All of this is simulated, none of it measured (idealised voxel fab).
Presented below is a process module, voxel self aligned contacts.
Cross-sectional view cut (width: 300 nm; square cell size: 5 nm).
Just so we're on the same page, the cross-sections are grids of square cells, and they're listed out in bands top to bottom, each band one or more rows deep.
Basically the band line says how high the top is and how high the bottom is, in nm, and then what's in it from left to right, every material with its width in nm. Empty space shows up as "air", and if a single material carries "throughout" it runs the full band edge to edge.
Heights from 0 (as-received wafer is one material below). Bottom band endless downward, as "z 0 and below".
The expression "30 to 40" gives the width at the extremes of the band, the first number at its top row of cells and the second at its bottom row, with the width changing by equal amounts from each row to the next in between.
Basically "all unchanged" means that step didn't change any cell in the cross-section.
"Completely sealed voids" enumerates empty spaces isolated from the top, with no open way to it, that contain at least 8 cells, giving each as width x height at distance from the left edge, all three in nm.
What comes after the settings on a step's line is commentary from the simulator itself on that step.
overlay nm: step with mask; distance mask lay right of planned place; negative value = left of planned place.
Steps planned for the process
1,RECEIVE with material Si
2,CONFORMAL_DEP with material SiO2, thk nm 5
3,DIRECTIONAL_DEP with material polySi, thk nm 20
4,DIRECTIONAL_DEP with material SiN, thk nm 15
5,PATTERN with tone cover, mask id GATE, material resist, width nm 25, pitch nm 60, thk nm 15, overlay nm 0
6,DIRECTIONAL_ETCH with etch materials SiN, depth nm 15
7,DIRECTIONAL_ETCH with etch materials polySi, depth nm 20
8,STRIP with etch materials resist
9,CONFORMAL_DEP with material SiN, thk nm 5
10,DIRECTIONAL_ETCH with etch materials SiN, depth nm 5
11,FILL_DEP with material SiO2, thk nm 15
12,CMP with height nm 50
13,PATTERN with tone open, mask id CONTACT, material resist, width nm 45, pitch nm 60, thk nm 15, overlay nm 0
14,DIRECTIONAL_ETCH with etch materials SiO2, depth nm 50
15,STRIP with etch materials resist
16,CONFORMAL_DEP with material TiN, thk nm 5
17,FILL_DEP with material W, thk nm 10
18,CMP with height nm 50
19,CONFORMAL_DEP with material SiCN, thk nm 5
First of two wafers, processed according to plan
As-received state of the wafer in cross-section, equivalent to post-step 1
  z 0 and below  Si throughout
  Completely sealed voids: none
Take a look at the wafer's cross-section after step 2
  z 5 to 0  SiO2 throughout
  below 0: unchanged
Take a look at the wafer's cross-section after step 3
  z 25 to 5  polySi throughout
  below 5: unchanged
Take a look at the wafer's cross-section after step 4
  z 40 to 25  SiN throughout
  below 25: unchanged
Take a look at the wafer's cross-section after step 5
  z 55 to 40  75 air; 25 resist; 35 air; 25 resist; 35 air; 25 resist; 80 air
  below 40: unchanged
Take a look at the wafer's cross-section after step 6
  z 55 to 40  75 air; 25 resist; 35 air; 25 resist; 35 air; 25 resist; 80 air
  z 40 to 25  75 air; 25 SiN; 35 air; 25 SiN; 35 air; 25 SiN; 80 air
  below 25: unchanged
Take a look at the wafer's cross-section after step 7
  z 55 to 40  75 air; 25 resist; 35 air; 25 resist; 35 air; 25 resist; 80 air
  z 40 to 25  75 air; 25 SiN; 35 air; 25 SiN; 35 air; 25 SiN; 80 air
  z 25 to 5  75 air; 25 polySi; 35 air; 25 polySi; 35 air; 25 polySi; 80 air
  below 5: unchanged
Take a look at the wafer's cross-section after step 8
  z 40 to 25  75 air; 25 SiN; 35 air; 25 SiN; 35 air; 25 SiN; 80 air
  below 25: unchanged
Take a look at the wafer's cross-section after step 9
  z 45 to 25  70 air; 35 SiN; 25 air; 35 SiN; 25 air; 35 SiN; 75 air
  z 25 to 10  70 air; 5 SiN; 25 polySi; 5 SiN; 25 air; 5 SiN; 25 polySi; 5 SiN; 25 air; 5 SiN; 25 polySi; 5 SiN; 75 air
  z 10 to 5  75 SiN; 25 polySi; 35 SiN; 25 polySi; 35 SiN; 25 polySi; 80 SiN
  below 5: unchanged
Take a look at the wafer's cross-section after step 10
  z 40 to 25  70 air; 35 SiN; 25 air; 35 SiN; 25 air; 35 SiN; 75 air
  z 25 to 5  70 air; 5 SiN; 25 polySi; 5 SiN; 25 air; 5 SiN; 25 polySi; 5 SiN; 25 air; 5 SiN; 25 polySi; 5 SiN; 75 air
  below 5: unchanged
Take a look at the wafer's cross-section after step 11
  z 55 to 40  SiO2 throughout
  z 40 to 25  70 SiO2; 35 SiN; 25 SiO2; 35 SiN; 25 SiO2; 35 SiN; 75 SiO2
  z 25 to 5  70 SiO2; 5 SiN; 25 polySi; 5 SiN; 25 SiO2; 5 SiN; 25 polySi; 5 SiN; 25 SiO2; 5 SiN; 25 polySi; 5 SiN; 75 SiO2
  below 5: unchanged
Take a look at the wafer's cross-section after step 12
  z 50 to 40  SiO2 throughout
  below 40: unchanged
Take a look at the wafer's cross-section after step 13
  z 65 to 50  95 resist; 45 air; 15 resist; 45 air; 100 resist
  below 50: unchanged
Take a look at the wafer's cross-section after step 14
  z 65 to 50  95 resist; 45 air; 15 resist; 45 air; 100 resist
  z 50 to 40  95 SiO2; 45 air; 15 SiO2; 45 air; 100 SiO2
  z 40 to 25  70 SiO2; 35 SiN; 25 air; 35 SiN; 25 air; 35 SiN; 75 SiO2
  z 25 to 5  70 SiO2; 5 SiN; 25 polySi; 5 SiN; 25 air; 5 SiN; 25 polySi; 5 SiN; 25 air; 5 SiN; 25 polySi; 5 SiN; 75 SiO2
  z 5 to 0  105 SiO2; 25 air; 35 SiO2; 25 air; 110 SiO2
  below 0: unchanged
Take a look at the wafer's cross-section after step 15
  z 50 to 40  95 SiO2; 45 air; 15 SiO2; 45 air; 100 SiO2
  below 40: unchanged
Take a look at the wafer's cross-section after step 16
  z 55 to 50  100 TiN; 35 air; 25 TiN; 35 air; 105 TiN
  z 50 to 40  95 SiO2; 5 to 15 TiN; 35 to 15 air; 5 to 15 TiN; 15 SiO2; 5 to 15 TiN; 35 to 15 air; 5 to 15 TiN; 100 SiO2
  z 40 to 25  70 SiO2; 35 SiN; 5 TiN; 15 air; 5 TiN; 35 SiN; 5 TiN; 15 air; 5 TiN; 35 SiN; 75 SiO2
  z 25 to 5  70 SiO2; 5 SiN; 25 polySi; 5 SiN; 5 TiN; 15 air; 5 TiN; 5 SiN; 25 polySi; 5 SiN; 5 TiN; 15 air; 5 TiN; 5 SiN; 25 polySi; 5 SiN; 75 SiO2
  z 5 to 0  105 SiO2; 25 TiN; 35 SiO2; 25 TiN; 110 SiO2
  below 0: unchanged
Take a look at the wafer's cross-section after step 17
  z 65 to 55  W throughout
  z 55 to 50  100 TiN; 35 W; 25 TiN; 35 W; 105 TiN
  z 50 to 40  95 SiO2; 5 to 15 TiN; 35 to 15 W; 5 to 15 TiN; 15 SiO2; 5 to 15 TiN; 35 to 15 W; 5 to 15 TiN; 100 SiO2
  z 40 to 25  70 SiO2; 35 SiN; 5 TiN; 15 W; 5 TiN; 35 SiN; 5 TiN; 15 W; 5 TiN; 35 SiN; 75 SiO2
  z 25 to 5  70 SiO2; 5 SiN; 25 polySi; 5 SiN; 5 TiN; 15 W; 5 TiN; 5 SiN; 25 polySi; 5 SiN; 5 TiN; 15 W; 5 TiN; 5 SiN; 25 polySi; 5 SiN; 75 SiO2
  below 5: unchanged
Take a look at the wafer's cross-section after step 18
  z 50 to 40  95 SiO2; 5 to 15 TiN; 35 to 15 W; 5 to 15 TiN; 15 SiO2; 5 to 15 TiN; 35 to 15 W; 5 to 15 TiN; 100 SiO2
  below 40: unchanged
Take a look at the wafer's cross-section after step 19
  z 55 to 50  SiCN throughout
  below 50: unchanged
The second wafer: identical to the first at the outset and in its planned sequence, differing only in that one mistake was made during processing; up to and including step 3, its path is the first wafer's path
Cross-section, second wafer, at the end time the plan gives for step 4
  z 55 to 25  SiN throughout
  below 25: unchanged
Cross-section, second wafer, at the end time the plan gives for step 5
  z 70 to 55  75 air; 25 resist; 35 air; 25 resist; 35 air; 25 resist; 80 air
  below 55: unchanged
Cross-section, second wafer, at the end time the plan gives for step 6
  z 70 to 55  75 air; 25 resist; 35 air; 25 resist; 35 air; 25 resist; 80 air
  z 55 to 40  75 air; 25 SiN; 35 air; 25 SiN; 35 air; 25 SiN; 80 air
  below 40: unchanged
Cross-section, second wafer, at the end time the plan gives for step 7: all unchanged
Cross-section, second wafer, at the end time the plan gives for step 8
  z 55 to 40  75 air; 25 SiN; 35 air; 25 SiN; 35 air; 25 SiN; 80 air
  below 40: unchanged
Cross-section, second wafer, at the end time the plan gives for step 9
  z 60 to 45  70 air; 35 SiN; 25 air; 35 SiN; 25 air; 35 SiN; 75 air
  z 45 to 25  SiN throughout
  below 25: unchanged
Cross-section, second wafer, at the end time the plan gives for step 10
  z 55 to 40  70 air; 35 SiN; 25 air; 35 SiN; 25 air; 35 SiN; 75 air
  below 40: unchanged
Cross-section, second wafer, at the end time the plan gives for step 11
  z 70 to 55  SiO2 throughout
  z 55 to 40  70 SiO2; 35 SiN; 25 SiO2; 35 SiN; 25 SiO2; 35 SiN; 75 SiO2
  below 40: unchanged
Cross-section, second wafer, at the end time the plan gives for step 12
  z 50 to 40  70 SiO2; 35 SiN; 25 SiO2; 35 SiN; 25 SiO2; 35 SiN; 75 SiO2
  below 40: unchanged
Cross-section, second wafer, at the end time the plan gives for step 13
  z 65 to 50  95 resist; 45 air; 15 resist; 45 air; 100 resist
  below 50: unchanged
Cross-section, second wafer, at the end time the plan gives for step 14
  z 65 to 50  95 resist; 45 air; 15 resist; 45 air; 100 resist
  z 50 to 40  70 SiO2; 35 SiN; 25 air; 35 SiN; 25 air; 35 SiN; 75 SiO2
  below 40: unchanged
Cross-section, second wafer, at the end time the plan gives for step 15
  z 50 to 40  70 SiO2; 35 SiN; 25 air; 35 SiN; 25 air; 35 SiN; 75 SiO2
  below 40: unchanged
Cross-section, second wafer, at the end time the plan gives for step 16
  z 55 to 50  110 TiN; 15 air; 45 TiN; 15 air; 115 TiN
  z 50 to 45  70 SiO2; 35 SiN; 5 TiN; 15 air; 5 TiN; 35 SiN; 5 TiN; 15 air; 5 TiN; 35 SiN; 75 SiO2
  z 45 to 40  70 SiO2; 35 SiN; 25 TiN; 35 SiN; 25 TiN; 35 SiN; 75 SiO2
  below 40: unchanged
Cross-section, second wafer, at the end time the plan gives for step 17
  z 65 to 55  W throughout
  z 55 to 50  110 TiN; 15 W; 45 TiN; 15 W; 115 TiN
  z 50 to 45  70 SiO2; 35 SiN; 5 TiN; 15 W; 5 TiN; 35 SiN; 5 TiN; 15 W; 5 TiN; 35 SiN; 75 SiO2
  below 45: unchanged
Cross-section, second wafer, at the end time the plan gives for step 18
  z 50 to 45  70 SiO2; 35 SiN; 5 TiN; 15 W; 5 TiN; 35 SiN; 5 TiN; 15 W; 5 TiN; 35 SiN; 75 SiO2
  below 45: unchanged
Cross-section, second wafer, at the end time the plan gives for step 19
  z 55 to 50  SiCN throughout
  below 50: unchanged
Error vs. plan: step 4 of the plan was carried out twice
End of process, cell counts, second wafer against first, materials with more or fewer: 135 more of SiN; 219 fewer of SiO2; 40 fewer of TiN; 56 fewer of W; 180 more of polySi
